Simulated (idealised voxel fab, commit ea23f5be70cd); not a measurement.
Process module, titled voxel transistor to metal
Xsec cut, 295 nm wide, square cell size 5 nm.
When this document writes out a cross-section, it uses a grid of square cells and lists it as bands, beginning at the top and moving down, with a band standing for one or more rows of cells. In this notation a band is specified by the heights of its top and bottom, in that order and in nm, after which its materials appear from left to right, each paired with its width in nm. The word "everywhere" attached to a single material means that material fills the band from edge to edge; the word "empty" stands for empty space. Counting heights begins at 0, where everything beneath is, in the wafer as received, one material. The lowest band has no bottom; it goes on downwards, as "top 0, no bottom" shows. The notation "30..40" denotes a width that varies across the rows of cells in the band, beginning at the first number in the top row, finishing at the second number in the bottom row, and changing by an identical amount from each row to the next. Given "remained the same" for a step, no cell of the cross-section differs between before and after that step. "Fully closed voids": empty spaces of 8 cells or more with no open way to the top, each given as width x height at distance, distance from the left edge, all in nm. Read whatever lies past the settings on a step's line as the simulator's own remark about the step. For masked steps, "overlay nm" on the step line gives how far right of plan the mask actually lay; a minus sign means it lay to the left.

### Below is the list of planned process steps
- 1: RECEIVE with material Si
- 2: CONFORMAL_DEP with material SiO2, thk nm 5
- 3: CONFORMAL_DEP with material SiN, thk nm 15
- 4: PATTERN with tone cover, mask id ACTIVE, material resist, width nm 105, pitch nm 135, thk nm 15, overlay nm 0
- 5: DIRECTIONAL_ETCH with etch materials SiN, depth nm 15
- 6: DIRECTIONAL_ETCH with etch materials SiO2, depth nm 5
- 7: DIRECTIONAL_ETCH with etch materials Si, depth nm 30
- 8: STRIP with etch materials resist
- 9: OXIDIZE with depth nm 5
- 10: FILL_DEP with material SiO2, thk nm 10
- 11: CMP with height nm 20
- 12: SELECTIVE_ETCH with etch materials SiO2, depth nm 15
- 13: STRIP with etch materials SiN
- 14: SELECTIVE_ETCH with etch materials SiO2, depth nm 5
- 15: OXIDIZE with depth nm 5
- 16: DIRECTIONAL_DEP with material polySi, thk nm 25
- 17: DIRECTIONAL_DEP with material SiCN, thk nm 10
- 18: MASKED_ETCH with tone cover, mask id GATE, width nm 25, pitch nm 135, etch materials SiCN, depth nm 20, overlay nm 0
- 19: MASKED_ETCH with tone cover, mask id GATE, width nm 25, pitch nm 135, etch materials polySi, depth nm 35, overlay nm 0
- 20: CONFORMAL_DEP with material SiO2, thk nm 5
- 21: DIRECTIONAL_ETCH with etch materials SiO2, depth nm 5
- 22: CONFORMAL_DEP with material SiN, thk nm 10
- 23: DIRECTIONAL_ETCH with etch materials SiN, depth nm 10
- 24: DIRECTIONAL_ETCH with etch materials SiO2, depth nm 5
- 25: DIRECTIONAL_ETCH with etch materials Si, depth nm 15
- 26: EPI with material nSi, thk nm 15
- 27: FILL_DEP with material SiO2, thk nm 10
- 28: CMP with height nm 35
- 29: DIRECTIONAL_DEP with material SiO2, thk nm 15
- 30: DIRECTIONAL_DEP with material aC, thk nm 15
- 31: PATTERN with tone open, mask id CONTACT, material resist, width nm 30, thk nm 30, overlay nm 0
- 32: DIRECTIONAL_ETCH with etch materials aC, depth nm 15
- 33: STRIP with etch materials resist
- 34: DIRECTIONAL_ETCH with etch materials SiO2, depth nm 55
- 35: STRIP with etch materials aC
- 36: CONFORMAL_DEP with material TiN, thk nm 5
- 37: FILL_DEP with material W, thk nm 5
- 38: CMP with height nm 50
- 39: DIRECTIONAL_DEP with material TiN, thk nm 5
- 40: DIRECTIONAL_DEP with material Ru, thk nm 20
- 41: PATTERN with tone cover, mask id METAL_1, material resist, width nm 20, thk nm 20, overlay nm 0
- 42: DIRECTIONAL_ETCH with etch materials Ru, depth nm 20
- 43: DIRECTIONAL_ETCH with etch materials TiN, depth nm 5
- 44: STRIP with etch materials resist
- 45: CONFORMAL_DEP with material SiN, thk nm 5
- 46: FILL_DEP with material lowk, thk nm 5
- 47: CMP with height nm 75
- 48: CONFORMAL_DEP with material SiCN, thk nm 5
- 49: DIRECTIONAL_DEP with material lowk, thk nm 25
- 50: DIRECTIONAL_DEP with material aC, thk nm 15
- 51: PATTERN with tone open, mask id METAL_2, material resist, width nm 20, pitch nm 135, thk nm 35, overlay nm 0
- 52: DIRECTIONAL_ETCH with etch materials aC, depth nm 15
- 53: STRIP with etch materials resist
- 54: DIRECTIONAL_ETCH with etch materials lowk, depth nm 15
- 55: STRIP with etch materials aC
- 56: DIRECTIONAL_DEP with material aC, thk nm 10
- 57: PATTERN with tone open, mask id METAL_2_HOLES, material resist, width nm 15, pitch nm 135, thk nm 25, overlay nm 0
- 58: DIRECTIONAL_ETCH with etch materials aC, depth nm 10
- 59: STRIP with etch materials resist
- 60: DIRECTIONAL_ETCH with etch materials lowk, depth nm 10
- 61: DIRECTIONAL_ETCH with etch materials SiCN, depth nm 5
- 62: STRIP with etch materials aC
- 63: CONFORMAL_DEP with material TiN, thk nm 5
- 64: FILL_DEP with material Cu, thk nm 5
- 65: CMP with height nm 105
- 66: CONFORMAL_DEP with material SiCN, thk nm 5

### Wafer as received: cross-section following step 1
* top 0, no bottom | Si everywhere
* Fully closed voids: none

### What the wafer looks like in cross-section after this module, when it starts as shown above and follows the plan above but one mistake is made in running it
* top 110, bottom 105 | SiCN everywhere
* top 105, bottom 95 | lowk 30 nm; TiN 5 nm; Cu 10 nm; TiN 5 nm; lowk 115 nm; TiN 5 nm; Cu 10 nm; TiN 5 nm; lowk 110 nm
* top 95, bottom 90 | lowk 30 nm; TiN 5 nm; Cu 5 nm; TiN 10 nm; lowk 115 nm; TiN 5 nm; Cu 5 nm; TiN 10 nm; lowk 110 nm
* top 90, bottom 80 | lowk 30 nm; TiN 5 nm; Cu 5 nm; TiN 5 nm; lowk 120 nm; TiN 5 nm; Cu 5 nm; TiN 5 nm; lowk 115 nm
* top 80, bottom 75 | SiCN 30 nm; TiN 15 nm; SiCN 120 nm; TiN 15 nm; SiCN 115 nm
* top 75, bottom 55 | lowk 25 nm; SiN 5 nm; Ru 20 nm; SiN 5 nm; lowk 45 nm; SiN 5 nm; Ru 20 nm; SiN 5 nm; lowk 30 nm; SiN 5 nm; Ru 20 nm; SiN 5 nm; lowk 45 nm; SiN 5 nm; Ru 20 nm; SiN 5 nm; lowk 30 nm
* top 55, bottom 50 | SiN 30 nm; TiN 20 nm; SiN 55 nm; TiN 20 nm; SiN 40 nm; TiN 20 nm; SiN 55 nm; TiN 20 nm; SiN 35 nm
* top 50, bottom 40 | SiO2 30 nm; TiN 5 nm; W 20 nm; TiN 5 nm; SiO2 35 nm; TiN 5 nm; W 20 nm; TiN 5 nm; SiO2 40 nm; TiN 5 nm; W 20 nm; TiN 5 nm; SiO2 35 nm; TiN 5 nm; W 20 nm; TiN 5 nm; SiO2 35 nm
* top 40, bottom 35 | SiO2 30 nm; TiN 5 nm; W 10 nm; TiN 15 nm; SiO2 35 nm; TiN 15 nm; W 10 nm; TiN 5 nm; SiO2 40 nm; TiN 5 nm; W 10 nm; TiN 15 nm; SiO2 35 nm; TiN 15 nm; W 10 nm; TiN 5 nm; SiO2 35 nm
* top 35, bottom 25 | SiO2 30 nm; TiN 5 nm; W 10 nm; TiN 5 nm; SiN 10 nm; SiO2 5 nm; SiCN 25 nm; SiO2 5 nm; SiN 10 nm; TiN 5 nm; W 10 nm; TiN 5 nm; SiO2 40 nm; TiN 5 nm; W 10 nm; TiN 5 nm; SiN 10 nm; SiO2 5 nm; SiCN 25 nm; SiO2 5 nm; SiN 10 nm; TiN 5 nm; W 10 nm; TiN 5 nm; SiO2 35 nm
* top 25, bottom 15 | SiO2 30 nm; TiN 5 nm; W 10 nm; TiN 5 nm; SiN 10 nm; SiO2 5 nm; polySi 25 nm; SiO2 5 nm; SiN 10 nm; TiN 5 nm; W 10 nm; TiN 5 nm; SiO2 40 nm; TiN 5 nm; W 10 nm; TiN 5 nm; SiN 10 nm; SiO2 5 nm; polySi 25 nm; SiO2 5 nm; SiN 10 nm; TiN 5 nm; W 10 nm; TiN 5 nm; SiO2 35 nm
* top 15, bottom 10 | SiO2 30 nm; TiN 20 nm; SiN 10 nm; SiO2 5 nm; polySi 25 nm; SiO2 5 nm; SiN 10 nm; TiN 20 nm; SiO2 40 nm; TiN 20 nm; SiN 10 nm; SiO2 5 nm; polySi 25 nm; SiO2 5 nm; SiN 10 nm; TiN 20 nm; SiO2 35 nm
* top 10, bottom 0 | SiO2 30 nm; TiN 5 nm; nSi 15 nm; SiN 10 nm; SiO2 5 nm; polySi 25 nm; SiO2 5 nm; SiN 10 nm; nSi 15 nm; TiN 5 nm; SiO2 40 nm; TiN 5 nm; nSi 15 nm; SiN 10 nm; SiO2 5 nm; polySi 25 nm; SiO2 5 nm; SiN 10 nm; nSi 15 nm; TiN 5 nm; SiO2 35 nm
* top 0, bottom -5 | SiO2 30 nm; TiN 5 nm; nSi 15 nm; SiO2 55 nm; nSi 15 nm; TiN 5 nm; SiO2 40 nm; TiN 5 nm; nSi 15 nm; SiO2 55 nm; nSi 15 nm; TiN 5 nm; SiO2 35 nm
* top -5, bottom -10 | SiO2 35 nm; nSi 15 nm; Si 55 nm; nSi 15 nm; SiO2 50 nm; nSi 15 nm; Si 55 nm; nSi 15 nm; SiO2 40 nm
* top -10, bottom -25 | SiO2 30 nm; nSi 20 nm; Si 55 nm; nSi 20 nm; SiO2 40 nm; nSi 20 nm; Si 55 nm; nSi 20 nm; SiO2 35 nm
* top -25, bottom -35 | SiO2 30 nm; Si 95 nm; SiO2 40 nm; Si 95 nm; SiO2 35 nm
* top -35, no bottom | Si everywhere
* Fully closed voids: none
Short version of what went wrong: step 25 was run on a setting that differed from the plan, and what really ran there is DIRECTIONAL_ETCH with etch materials Si, depth nm 20
